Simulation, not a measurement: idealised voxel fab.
Process module name: voxel released beams
For reference, the cross-section in this document is cut, with width 255 nm and square cells of 5 nm.
Square cells in a grid make up a cross-section in this document, and the grid is given as bands, listed from the top down, each one or more rows of cells.
In this notation a band is specified by the heights of its top and bottom, in that order and in nm, after which its materials appear from left to right, each paired with its width in nm. The word "edge to edge" attached to a single material means that material fills the band from edge to edge; the word "blank" stands for empty space.
Heights are measured from 0, the level below which the as-received wafer is all one material; the lowest band has no bottom and continues downward, written as in "0 down".
With a width like "30->40", each row of cells in the band differs from the next by the same amount, the top row carrying the first number and the bottom row the second.
For the purposes of this document, the phrase "no alterations made" attached to a step denotes that no cell within the cross-section was modified by that step.
What "Enclosed void entries" gives you is every empty space of 8 cells or more that is cut off from the top. Each appears as width x height at distance, with the distance taken from the left edge and width, height and distance all in nm.
Post-settings text on a step line: simulator's own remark regarding the step.
You can add "overlay nm" to a step's line. For a step with a mask, it describes how far the mask lay to the right of its planned position, and a negative number describes a lay to the left.
Planned step list for the process:
1) RECEIVE: material Si
2) CONFORMAL_DEP: material Al2O3, thk nm 10
3) DIRECTIONAL_DEP: material SiO2, thk nm 15
4) PATTERN: tone open, mask id ANCHOR, material resist, width nm 35, thk nm 15, overlay nm 0
5) DIRECTIONAL_ETCH: etch materials SiO2, depth nm 15
6) STRIP: etch materials resist
7) CONFORMAL_DEP: material polySi, thk nm 10
8) PATTERN: tone cover, mask id BEAM, material resist, width nm 120, thk nm 15, overlay nm 0
9) DIRECTIONAL_ETCH: etch materials polySi, depth nm 10
10) STRIP: etch materials resist
11) STRIP: etch materials SiO2
Incoming wafer in cross-section (state: after step 1):
* 0 down | Si edge to edge
* Enclosed void entries: none
First of two wafers at the end of the module, shown in cross-section; run carried out as planned:
* 35 to 25 | blank (65) | polySi (15) | blank (15) | polySi (90) | blank (70)
* 25 to 20 | blank (70) | polySi (10) | blank (15) | polySi (10) | blank (150)
* 20 to 10 | blank (70) | polySi (35) | blank (150)
* 10 to 0 | Al2O3 edge to edge
* 0 down | Si edge to edge
* Enclosed void entries: none
Same start, same plan as the first wafer - but one mistake in the run. Cross-section of the second of the two at the end of the module:
* 35 to 25 | blank (65) | polySi (15) | blank (15) | polySi (90) | blank (70)
* 25 to 20 | blank (70) | polySi (10) | blank (15) | polySi (10) | blank (150)
* 20 to 10 | blank (70) | polySi (35) | blank (150)
* 10 to 0 | polySi edge to edge
* 0 down | Si edge to edge
* Enclosed void entries: none
what went wrong: step 2 was processed under conditions differing from the plan, specifically as CONFORMAL_DEP: material polySi, thk nm 10
At the finish, the second wafer shows more or fewer cells for some materials than the first does: -102 Al2O3 | +102 polySi
